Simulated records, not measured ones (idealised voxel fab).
Process module, titled voxel released beams
This is section cut - it's 225 nm across, gridded in 5 nm square cells.
Cross-section = grid of square cells, listed top down in bands; band = one or more rows.
Top, bottom (nm), then materials left to right with widths (nm); lone material tagged "full width" fills the whole band edge to edge; "empty" = empty space.
For the purposes of this specification, 0 denotes the height below which the wafer in its as-received condition is composed wholly of one material, and the lowermost band, lacking a lower limit, extends downward without end, as expressed in "from 0 down".
It should be noted that a width expressed as "30 to 40" varies in equal increments from row to row of cells within the band, taking the value of the first number at the top row and that of the second number at the bottom row.
"left unchanged", as given for a step, is the statement that not any cell of the cross-section underwent a change during that step.
Closed void table: empty space of 8 cells or more with no open way to the top, each as width x height at its distance from the left edge, in nm
On each step's line, the part that comes after the settings is the simulator's own comment on the step.
You can add "overlay nm" to a step's line. For a step with a mask, it describes how far the mask lay to the right of its planned position, and a negative number describes a lay to the left.

Process steps - plan
1) RECEIVE with material Si
2) CONFORMAL_DEP with material SiN, thk nm 5
3) DIRECTIONAL_DEP with material SiO2, thk nm 10
4) DIRECTIONAL_DEP with material aC, thk nm 15
5) PATTERN with tone open, mask id ANCHOR, material resist, width nm 45, thk nm 35, overlay nm 0
6) DIRECTIONAL_ETCH with etch materials aC, depth nm 15
7) STRIP with etch materials resist
8) DIRECTIONAL_ETCH with etch materials SiO2, depth nm 10
9) STRIP with etch materials aC
10) CONFORMAL_DEP with material TiN, thk nm 15
11) PATTERN with tone cover, mask id BEAM, material resist, width nm 90, thk nm 20, overlay nm 0
12) DIRECTIONAL_ETCH with etch materials TiN, depth nm 15
13) STRIP with etch materials resist
14) STRIP with etch materials SiO2

Concerning the first of two wafers, which was run in accordance with the plan

Received-state cross-section, reflecting completion of step 1
- from 0 down  Si full width
- Closed void table: none

The following cross-section depicts the wafer upon completion of step 2
- from 5 to 0  SiN full width
- Below a height of 0, the structure has not been altered.

The following cross-section depicts the wafer upon completion of step 3
- from 15 to 5  SiO2 full width
- Below a height of 5, the structure has not been altered.

The following cross-section depicts the wafer upon completion of step 4
- from 30 to 15  aC full width
- Below a height of 15, the structure has not been altered.

The following cross-section depicts the wafer upon completion of step 5
- from 65 to 30  70 of resist  45 of empty  110 of resist
- Below a height of 30, the structure has not been altered.

The following cross-section depicts the wafer upon completion of step 6
- from 50 to 30  70 of resist  45 of empty  110 of resist
- from 30 to 15  70 of aC  45 of empty  110 of aC
- Below a height of 15, the structure has not been altered.

The following cross-section depicts the wafer upon completion of step 7
- from 30 to 15  70 of aC  45 of empty  110 of aC
- Below a height of 15, the structure has not been altered.

The following cross-section depicts the wafer upon completion of step 8
- from 30 to 15  70 of aC  45 of empty  110 of aC
- from 15 to 5  70 of SiO2  45 of empty  110 of SiO2
- Below a height of 5, the structure has not been altered.

The following cross-section depicts the wafer upon completion of step 9
- from 15 to 5  70 of SiO2  45 of empty  110 of SiO2
- Below a height of 5, the structure has not been altered.

The following cross-section depicts the wafer upon completion of step 10
- from 30 to 20  85 of TiN  15 of empty  125 of TiN
- from 20 to 15  TiN full width
- from 15 to 5  70 of SiO2  45 of TiN  110 of SiO2
- Below a height of 5, the structure has not been altered.

The following cross-section depicts the wafer upon completion of step 11
- from 50 to 30  65 of empty  90 of resist  70 of empty
- from 30 to 20  85 of TiN  15 of resist  125 of TiN
- Below a height of 20, the structure has not been altered.

The following cross-section depicts the wafer upon completion of step 12
- from 50 to 30  65 of empty  90 of resist  70 of empty
- from 30 to 20  65 of empty  20 of TiN  15 of resist  55 of TiN  70 of empty
- from 20 to 15  65 of empty  90 of TiN  70 of empty
- Below a height of 15, the structure has not been altered.

The following cross-section depicts the wafer upon completion of step 13
- from 30 to 20  65 of empty  20 of TiN  15 of empty  55 of TiN  70 of empty
- Below a height of 20, the structure has not been altered.

The following cross-section depicts the wafer upon completion of step 14
- from 30 to 20  65 of empty  20 of TiN  15 of empty  55 of TiN  70 of empty
- from 20 to 15  65 of empty  90 of TiN  70 of empty
- from 15 to 5  70 of empty  45 of TiN  110 of empty
- Below a height of 5, the structure has not been altered.

Here the second wafer is described. Its start and its plan were those of the first wafer. Its run contained one mistake. Up to and including step 1, it did exactly what the first wafer did

Second wafer, cut view, end of step 2 per plan: left unchanged

Second wafer, cut view, end of step 3 per plan
- from 10 to 0  SiO2 full width
- Below a height of 0, the structure has not been altered.

Second wafer, cut view, end of step 4 per plan
- from 25 to 10  aC full width
- Below a height of 10, the structure has not been altered.

Second wafer, cut view, end of step 5 per plan
- from 60 to 25  70 of resist  45 of empty  110 of resist
- Below a height of 25, the structure has not been altered.

Second wafer, cut view, end of step 6 per plan
- from 45 to 25  70 of resist  45 of empty  110 of resist
- from 25 to 10  70 of aC  45 of empty  110 of aC
- Below a height of 10, the structure has not been altered.

Second wafer, cut view, end of step 7 per plan
- from 25 to 10  70 of aC  45 of empty  110 of aC
- Below a height of 10, the structure has not been altered.

Second wafer, cut view, end of step 8 per plan
- from 25 to 10  70 of aC  45 of empty  110 of aC
- from 10 to 0  70 of SiO2  45 of empty  110 of SiO2
- Below a height of 0, the structure has not been altered.

Second wafer, cut view, end of step 9 per plan
- from 10 to 0  70 of SiO2  45 of empty  110 of SiO2
- Below a height of 0, the structure has not been altered.

Second wafer, cut view, end of step 10 per plan
- from 25 to 15  85 of TiN  15 of empty  125 of TiN
- from 15 to 10  TiN full width
- from 10 to 0  70 of SiO2  45 of TiN  110 of SiO2
- Below a height of 0, the structure has not been altered.

Second wafer, cut view, end of step 11 per plan
- from 45 to 25  65 of empty  90 of resist  70 of empty
- from 25 to 15  85 of TiN  15 of resist  125 of TiN
- Below a height of 15, the structure has not been altered.

Second wafer, cut view, end of step 12 per plan
- from 45 to 25  65 of empty  90 of resist  70 of empty
- from 25 to 15  65 of empty  20 of TiN  15 of resist  55 of TiN  70 of empty
- from 15 to 10  65 of empty  90 of TiN  70 of empty
- Below a height of 10, the structure has not been altered.

Second wafer, cut view, end of step 13 per plan
- from 25 to 15  65 of empty  20 of TiN  15 of empty  55 of TiN  70 of empty
- Below a height of 15, the structure has not been altered.

Second wafer, cut view, end of step 14 per plan
- from 25 to 15  65 of empty  20 of TiN  15 of empty  55 of TiN  70 of empty
- from 15 to 10  65 of empty  90 of TiN  70 of empty
- from 10 to 0  70 of empty  45 of TiN  110 of empty
- Below a height of 0, the structure has not been altered.
The plan and the run diverged here: plan step 2 was not performed, having been skipped
Final difference in cells, second wafer against first, listed per material as more or fewer: SiN: 45 fewer
